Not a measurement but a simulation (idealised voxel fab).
process module | voxel self aligned contacts
cross-section cut | 280 nm wide | cells 5 nm
A cross-section is a grid of square cells, given in bands from the top down. A band is one or more rows of cells.
Each band's line starts with the height of the band's top and of its bottom, in nm. Then come its materials from left to right, each with its width in nm. One material with "throughout" fills the band from edge to edge. "air" is empty space.
Height 0 is the level under which the wafer as received is all one material. The lowest band goes on downwards, as in "0 down".
A width such as "30 to 40" changes by the same amount from each row of cells to the next, from the band's top row to its bottom row.
"no change" after a step means that no cell of the cross-section changed.
closed voids: empty space of 8 cells or more with no open way to the top, each as width x height at its distance from the left edge, in nm
after a step's settings: what the simulator itself notes on the step
overlay nm, on a step with a mask: how far to the right of its planned place the mask lay; to the left if negative
plan
1 op RECEIVE | material Si
2 op CONFORMAL_DEP | material SiO2 | thk nm 5
3 op DIRECTIONAL_DEP | material polySi | thk nm 25
4 op DIRECTIONAL_DEP | material SiN | thk nm 20
5 op DIRECTIONAL_DEP | material aC | thk nm 10
6 op PATTERN | tone cover | mask id GATE | material resist | width nm 35 | pitch nm 70 | thk nm 25 | overlay nm 0
7 op DIRECTIONAL_ETCH | etch materials aC | depth nm 10
8 op STRIP | etch materials resist
9 op DIRECTIONAL_ETCH | etch materials SiN | depth nm 20
10 op DIRECTIONAL_ETCH | etch materials polySi | depth nm 25
11 op STRIP | etch materials aC
12 op CONFORMAL_DEP | material SiN | thk nm 5
13 op DIRECTIONAL_ETCH | etch materials SiN | depth nm 5
14 op FILL_DEP | material SiO2 | thk nm 10
15 op CMP | height nm 55
16 op DIRECTIONAL_DEP | material aC | thk nm 10
17 op PATTERN | tone open | mask id CONTACT | material resist | width nm 55 | pitch nm 70 | thk nm 25 | overlay nm 0
18 op DIRECTIONAL_ETCH | etch materials aC | depth nm 10
19 op STRIP | etch materials resist
20 op DIRECTIONAL_ETCH | etch materials SiO2 | depth nm 55
21 op STRIP | etch materials aC
22 op CONFORMAL_DEP | material TiN | thk nm 5
23 op FILL_DEP | material Ru | thk nm 10
24 op CMP | height nm 55
25 op CONFORMAL_DEP | material SiN | thk nm 5
first wafer, as planned
as received, after step 1
  0 down: Si throughout
  closed voids: none
after step 2
  5 to 0: SiO2 throughout
  below 0: unchanged
after step 3
  30 to 5: polySi throughout
  below 5: unchanged
after step 4
  50 to 30: SiN throughout
  below 30: unchanged
after step 5
  60 to 50: aC throughout
  below 50: unchanged
after step 6
  85 to 60: air 50 | resist 35 | air 35 | resist 35 | air 35 | resist 35 | air 55
  below 60: unchanged
after step 7
  75 to 60: air 50 | resist 35 | air 35 | resist 35 | air 35 | resist 35 | air 55
  60 to 50: air 50 | aC 35 | air 35 | aC 35 | air 35 | aC 35 | air 55
  below 50: unchanged
after step 8
  60 to 50: air 50 | aC 35 | air 35 | aC 35 | air 35 | aC 35 | air 55
  below 50: unchanged
after step 9
  60 to 50: air 50 | aC 35 | air 35 | aC 35 | air 35 | aC 35 | air 55
  50 to 30: air 50 | SiN 35 | air 35 | SiN 35 | air 35 | SiN 35 | air 55
  below 30: unchanged
after step 10
  60 to 50: air 50 | aC 35 | air 35 | aC 35 | air 35 | aC 35 | air 55
  50 to 30: air 50 | SiN 35 | air 35 | SiN 35 | air 35 | SiN 35 | air 55
  30 to 5: air 50 | polySi 35 | air 35 | polySi 35 | air 35 | polySi 35 | air 55
  below 5: unchanged
after step 11
  50 to 30: air 50 | SiN 35 | air 35 | SiN 35 | air 35 | SiN 35 | air 55
  below 30: unchanged
after step 12
  55 to 30: air 45 | SiN 45 | air 25 | SiN 45 | air 25 | SiN 45 | air 50
  30 to 10: air 45 | SiN 5 | polySi 35 | SiN 5 | air 25 | SiN 5 | polySi 35 | SiN 5 | air 25 | SiN 5 | polySi 35 | SiN 5 | air 50
  10 to 5: SiN 50 | polySi 35 | SiN 35 | polySi 35 | SiN 35 | polySi 35 | SiN 55
  below 5: unchanged
after step 13
  50 to 30: air 45 | SiN 45 | air 25 | SiN 45 | air 25 | SiN 45 | air 50
  30 to 5: air 45 | SiN 5 | polySi 35 | SiN 5 | air 25 | SiN 5 | polySi 35 | SiN 5 | air 25 | SiN 5 | polySi 35 | SiN 5 | air 50
  below 5: unchanged
after step 14
  60 to 50: SiO2 throughout
  50 to 30: SiO2 45 | SiN 45 | SiO2 25 | SiN 45 | SiO2 25 | SiN 45 | SiO2 50
  30 to 5: SiO2 45 | SiN 5 | polySi 35 | SiN 5 | SiO2 25 | SiN 5 | polySi 35 | SiN 5 | SiO2 25 | SiN 5 | polySi 35 | SiN 5 | SiO2 50
  below 5: unchanged
after step 15
  55 to 50: SiO2 throughout
  below 50: unchanged
after step 16
  65 to 55: aC throughout
  below 55: unchanged
after step 17
  90 to 65: resist 75 | air 55 | resist 15 | air 55 | resist 80
  below 65: unchanged
after step 18
  80 to 65: resist 75 | air 55 | resist 15 | air 55 | resist 80
  65 to 55: aC 75 | air 55 | aC 15 | air 55 | aC 80
  below 55: unchanged
after step 19
  65 to 55: aC 75 | air 55 | aC 15 | air 55 | aC 80
  below 55: unchanged
after step 20
  65 to 55: aC 75 | air 55 | aC 15 | air 55 | aC 80
  55 to 50: SiO2 75 | air 55 | SiO2 15 | air 55 | SiO2 80
  50 to 30: SiO2 45 | SiN 45 | air 25 | SiN 45 | air 25 | SiN 45 | SiO2 50
  30 to 5: SiO2 45 | SiN 5 | polySi 35 | SiN 5 | air 25 | SiN 5 | polySi 35 | SiN 5 | air 25 | SiN 5 | polySi 35 | SiN 5 | SiO2 50
  5 to 0: SiO2 90 | air 25 | SiO2 45 | air 25 | SiO2 95
  below 0: unchanged
after step 21
  55 to 50: SiO2 75 | air 55 | SiO2 15 | air 55 | SiO2 80
  below 50: unchanged
after step 22
  60 to 55: TiN 80 | air 45 | TiN 25 | air 45 | TiN 85
  55 to 50: SiO2 75 | TiN 20 | air 15 | TiN 20 | SiO2 15 | TiN 20 | air 15 | TiN 20 | SiO2 80
  50 to 30: SiO2 45 | SiN 45 | TiN 5 | air 15 | TiN 5 | SiN 45 | TiN 5 | air 15 | TiN 5 | SiN 45 | SiO2 50
  30 to 5: SiO2 45 | SiN 5 | polySi 35 | SiN 5 | TiN 5 | air 15 | TiN 5 | SiN 5 | polySi 35 | SiN 5 | TiN 5 | air 15 | TiN 5 | SiN 5 | polySi 35 | SiN 5 | SiO2 50
  5 to 0: SiO2 90 | TiN 25 | SiO2 45 | TiN 25 | SiO2 95
  below 0: unchanged
after step 23
  70 to 60: Ru throughout
  60 to 55: TiN 80 | Ru 45 | TiN 25 | Ru 45 | TiN 85
  55 to 50: SiO2 75 | TiN 20 | Ru 15 | TiN 20 | SiO2 15 | TiN 20 | Ru 15 | TiN 20 | SiO2 80
  50 to 30: SiO2 45 | SiN 45 | TiN 5 | Ru 15 | TiN 5 | SiN 45 | TiN 5 | Ru 15 | TiN 5 | SiN 45 | SiO2 50
  30 to 5: SiO2 45 | SiN 5 | polySi 35 | SiN 5 | TiN 5 | Ru 15 | TiN 5 | SiN 5 | polySi 35 | SiN 5 | TiN 5 | Ru 15 | TiN 5 | SiN 5 | polySi 35 | SiN 5 | SiO2 50
  below 5: unchanged
after step 24
  55 to 50: SiO2 75 | TiN 20 | Ru 15 | TiN 20 | SiO2 15 | TiN 20 | Ru 15 | TiN 20 | SiO2 80
  below 50: unchanged
after step 25
  60 to 55: SiN throughout
  below 55: unchanged
second wafer: like start, like plan, one mistake. Through step 5 it matches the first wafer
when step 6 should have ended
  85 to 60: resist 50 | air 35 | resist 35 | air 35 | resist 35 | air 35 | resist 55
  below 60: unchanged
when step 7 should have ended
  75 to 60: resist 50 | air 35 | resist 35 | air 35 | resist 35 | air 35 | resist 55
  60 to 50: aC 50 | air 35 | aC 35 | air 35 | aC 35 | air 35 | aC 55
  below 50: unchanged
when step 8 should have ended
  60 to 50: aC 50 | air 35 | aC 35 | air 35 | aC 35 | air 35 | aC 55
  below 50: unchanged
when step 9 should have ended
  60 to 50: aC 50 | air 35 | aC 35 | air 35 | aC 35 | air 35 | aC 55
  50 to 30: SiN 50 | air 35 | SiN 35 | air 35 | SiN 35 | air 35 | SiN 55
  below 30: unchanged
when step 10 should have ended
  60 to 50: aC 50 | air 35 | aC 35 | air 35 | aC 35 | air 35 | aC 55
  50 to 30: SiN 50 | air 35 | SiN 35 | air 35 | SiN 35 | air 35 | SiN 55
  30 to 5: polySi 50 | air 35 | polySi 35 | air 35 | polySi 35 | air 35 | polySi 55
  below 5: unchanged
when step 11 should have ended
  50 to 30: SiN 50 | air 35 | SiN 35 | air 35 | SiN 35 | air 35 | SiN 55
  below 30: unchanged
when step 12 should have ended
  55 to 30: SiN 55 | air 25 | SiN 45 | air 25 | SiN 45 | air 25 | SiN 60
  30 to 10: polySi 50 | SiN 5 | air 25 | SiN 5 | polySi 35 | SiN 5 | air 25 | SiN 5 | polySi 35 | SiN 5 | air 25 | SiN 5 | polySi 55
  10 to 5: polySi 50 | SiN 35 | polySi 35 | SiN 35 | polySi 35 | SiN 35 | polySi 55
  below 5: unchanged
when step 13 should have ended
  50 to 30: SiN 55 | air 25 | SiN 45 | air 25 | SiN 45 | air 25 | SiN 60
  30 to 5: polySi 50 | SiN 5 | air 25 | SiN 5 | polySi 35 | SiN 5 | air 25 | SiN 5 | polySi 35 | SiN 5 | air 25 | SiN 5 | polySi 55
  below 5: unchanged
when step 14 should have ended
  60 to 50: SiO2 throughout
  50 to 30: SiN 55 | SiO2 25 | SiN 45 | SiO2 25 | SiN 45 | SiO2 25 | SiN 60
  30 to 5: polySi 50 | SiN 5 | SiO2 25 | SiN 5 | polySi 35 | SiN 5 | SiO2 25 | SiN 5 | polySi 35 | SiN 5 | SiO2 25 | SiN 5 | polySi 55
  below 5: unchanged
when step 15 should have ended
  55 to 50: SiO2 throughout
  below 50: unchanged
when step 16 should have ended
  65 to 55: aC throughout
  below 55: unchanged
when step 17 should have ended
  90 to 65: resist 75 | air 55 | resist 15 | air 55 | resist 80
  below 65: unchanged
when step 18 should have ended
  80 to 65: resist 75 | air 55 | resist 15 | air 55 | resist 80
  65 to 55: aC 75 | air 55 | aC 15 | air 55 | aC 80
  below 55: unchanged
when step 19 should have ended
  65 to 55: aC 75 | air 55 | aC 15 | air 55 | aC 80
  below 55: unchanged
when step 20 should have ended
  65 to 55: aC 75 | air 55 | aC 15 | air 55 | aC 80
  55 to 50: SiO2 75 | air 55 | SiO2 15 | air 55 | SiO2 80
  50 to 30: SiN 55 | SiO2 20 | air 5 | SiN 45 | air 5 | SiO2 15 | air 5 | SiN 45 | air 5 | SiO2 20 | SiN 60
  30 to 5: polySi 50 | SiN 5 | SiO2 20 | air 5 | SiN 5 | polySi 35 | SiN 5 | air 5 | SiO2 15 | air 5 | SiN 5 | polySi 35 | SiN 5 | air 5 | SiO2 20 | SiN 5 | polySi 55
  5 to 0: SiO2 75 | air 5 | SiO2 45 | air 5 | SiO2 15 | air 5 | SiO2 45 | air 5 | SiO2 80
  below 0: unchanged
when step 21 should have ended
  55 to 50: SiO2 75 | air 55 | SiO2 15 | air 55 | SiO2 80
  below 50: unchanged
when step 22 should have ended
  60 to 55: TiN 80 | air 45 | TiN 25 | air 45 | TiN 85
  55 to 50: SiO2 75 | TiN 55 | SiO2 15 | TiN 55 | SiO2 80
  50 to 30: SiN 55 | SiO2 20 | TiN 5 | SiN 45 | TiN 5 | SiO2 15 | TiN 5 | SiN 45 | TiN 5 | SiO2 20 | SiN 60
  30 to 5: polySi 50 | SiN 5 | SiO2 20 | TiN 5 | SiN 5 | polySi 35 | SiN 5 | TiN 5 | SiO2 15 | TiN 5 | SiN 5 | polySi 35 | SiN 5 | TiN 5 | SiO2 20 | SiN 5 | polySi 55
  5 to 0: SiO2 75 | TiN 5 | SiO2 45 | TiN 5 | SiO2 15 | TiN 5 | SiO2 45 | TiN 5 | SiO2 80
  below 0: unchanged
when step 23 should have ended
  70 to 60: Ru throughout
  60 to 55: TiN 80 | Ru 45 | TiN 25 | Ru 45 | TiN 85
  below 55: unchanged
when step 24 should have ended
  55 to 50: SiO2 75 | TiN 55 | SiO2 15 | TiN 55 | SiO2 80
  below 50: unchanged
when step 25 should have ended
  60 to 55: SiN throughout
  below 55: unchanged
what went wrong: step 6 ran as: op PATTERN | tone open | mask id GATE | material resist | width nm 35 | pitch nm 70 | thk nm 25 | overlay nm 0
at the end the second wafer has, in cells: 60 fewer of Ru | 56 more of SiN | 66 fewer of SiO2 | 70 more of polySi
